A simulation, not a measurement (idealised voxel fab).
Documented hereafter: the process module known as voxel wiring stack.
Section cut is 200 nm wide and gridded with 5 nm square cells.
When this document writes out a cross-section, it uses a grid of square cells and lists it as bands, beginning at the top and moving down, with a band standing for one or more rows of cells.
Look at the band entry: it leads with the top's height and the bottom's height in nm. Then it lists the materials left to right, with a width in nm for each. The word "everywhere" on a single material says that material fills the band edge to edge. The word "empty" is empty space.
Height datum 0, below which the as-received substrate wafer is one material. Lowest band open at the bottom, running downward: "0 -> down".
With a width like "30->40", each row of cells in the band differs from the next by the same amount, the top row carrying the first number and the bottom row the second.
"no alterations made" for a step: no cell of the cross-section changed in that step.
Closed-off voids of 8+ cells (no open route to the top) go in "Tabulated closed voids", written width x height at distance from the left edge, in nm.
Text after the settings on a step's line: the simulator's own remark on that step.
The "overlay nm" setting may appear on a step's line; for a step that uses a mask, it gives how far to the right of its planned position the mask lay, and a negative value indicates the left.
[Here's what the planned process steps look like]
1) RECEIVE: material Si
2) CONFORMAL_DEP: material SiO2, thk nm 15
3) DIRECTIONAL_DEP: material TiN, thk nm 5
4) DIRECTIONAL_DEP: material Ru, thk nm 15
5) MASKED_ETCH: tone cover, mask id METAL_1, width nm 30, pitch nm 60, etch materials Ru, depth nm 15, overlay nm 0
6) MASKED_ETCH: tone cover, mask id METAL_1, width nm 30, pitch nm 60, etch materials TiN, depth nm 5, overlay nm 0
7) FILL_DEP: material lowk, thk nm 5
8) CMP: height nm 35
9) CONFORMAL_DEP: material SiCN, thk nm 5
10) DIRECTIONAL_DEP: material lowk, thk nm 20
11) PATTERN: tone open, mask id PLUG_1, material resist, width nm 15, pitch nm 60, thk nm 15, overlay nm 0
12) DIRECTIONAL_ETCH: etch materials lowk, depth nm 20
13) DIRECTIONAL_ETCH: etch materials SiCN, depth nm 5
14) STRIP: etch materials resist
15) CONFORMAL_DEP: material TiN, thk nm 5
16) FILL_DEP: material Cu, thk nm 5
17) CMP: height nm 60
18) DIRECTIONAL_DEP: material TiN, thk nm 5
19) DIRECTIONAL_DEP: material W, thk nm 15
20) PATTERN: tone cover, mask id METAL_2, material resist, width nm 30, pitch nm 60, thk nm 20, overlay nm 0
21) DIRECTIONAL_ETCH: etch materials W, depth nm 15
22) DIRECTIONAL_ETCH: etch materials TiN, depth nm 5
23) STRIP: etch materials resist
24) CONFORMAL_DEP: material SiCN, thk nm 5
25) FILL_DEP: material lowk, thk nm 10
26) CMP: height nm 80
27) CONFORMAL_DEP: material SiCN, thk nm 5
28) DIRECTIONAL_DEP: material SiO2, thk nm 20
29) MASKED_ETCH: tone open, mask id PLUG_2, width nm 15, pitch nm 60, etch materials SiO2, depth nm 20, overlay nm 0
30) MASKED_ETCH: tone open, mask id PLUG_2, width nm 15, pitch nm 60, etch materials SiCN, depth nm 5, overlay nm 0
31) EPI: material Ru, thk nm 10
32) EPI: material Ru, thk nm 10
33) EPI: material Ru, thk nm 5
34) DIRECTIONAL_DEP: material TiN, thk nm 5
35) DIRECTIONAL_DEP: material W, thk nm 25
36) MASKED_ETCH: tone cover, mask id METAL_3, width nm 30, pitch nm 60, etch materials W, depth nm 25, overlay nm 0
37) MASKED_ETCH: tone cover, mask id METAL_3, width nm 30, pitch nm 60, etch materials TiN, depth nm 5, overlay nm 0
38) CONFORMAL_DEP: material SiN, thk nm 5
39) FILL_DEP: material lowk, thk nm 10
40) CMP: height nm 135
41) CONFORMAL_DEP: material SiN, thk nm 5
[Received-state cross-section, reflecting completion of step 1]
* 0 -> down  Si everywhere
* Tabulated closed voids: none
[End-of-module cross-section. Starting structure and process plan as above; one mistake made in running it]
* 140 -> 135  SiN everywhere
* 135 -> 110  lowk 50 nm, then SiN 5 nm, then W 30 nm, then SiN 5 nm, then lowk 20 nm, then SiN 5 nm, then W 30 nm, then SiN 5 nm, then lowk 50 nm
* 110 -> 105  SiN 55 nm, then TiN 30 nm, then SiN 30 nm, then TiN 30 nm, then SiN 55 nm
* 105 -> 85  SiO2 55 nm, then Ru 15 nm, then SiO2 45 nm, then Ru 15 nm, then SiO2 70 nm
* 85 -> 80  SiCN 55 nm, then Ru 15 nm, then SiCN 45 nm, then Ru 15 nm, then SiCN 70 nm
* 80 -> 65  lowk 50 nm, then SiCN 5 nm, then W 30 nm, then SiCN 5 nm, then lowk 20 nm, then SiCN 5 nm, then W 30 nm, then SiCN 5 nm, then lowk 50 nm
* 65 -> 60  SiCN 55 nm, then TiN 30 nm, then SiCN 30 nm, then TiN 30 nm, then SiCN 55 nm
* 60 -> 40  lowk 55 nm, then TiN 5 nm, then Cu 5 nm, then TiN 5 nm, then lowk 45 nm, then TiN 5 nm, then Cu 5 nm, then TiN 5 nm, then lowk 70 nm
* 40 -> 35  SiCN 55 nm, then TiN 15 nm, then SiCN 45 nm, then TiN 15 nm, then SiCN 70 nm
* 35 -> 20  W 55 nm, then Ru 30 nm, then W 30 nm, then Ru 30 nm, then W 55 nm
* 20 -> 15  W 55 nm, then TiN 30 nm, then W 30 nm, then TiN 30 nm, then W 55 nm
* 15 -> 0  SiO2 everywhere
* 0 -> down  Si everywhere
* Tabulated closed voids: none
Misprocessing identified: note that step 7 departed from the planned setting and was carried out as FILL_DEP: material W, thk nm 5
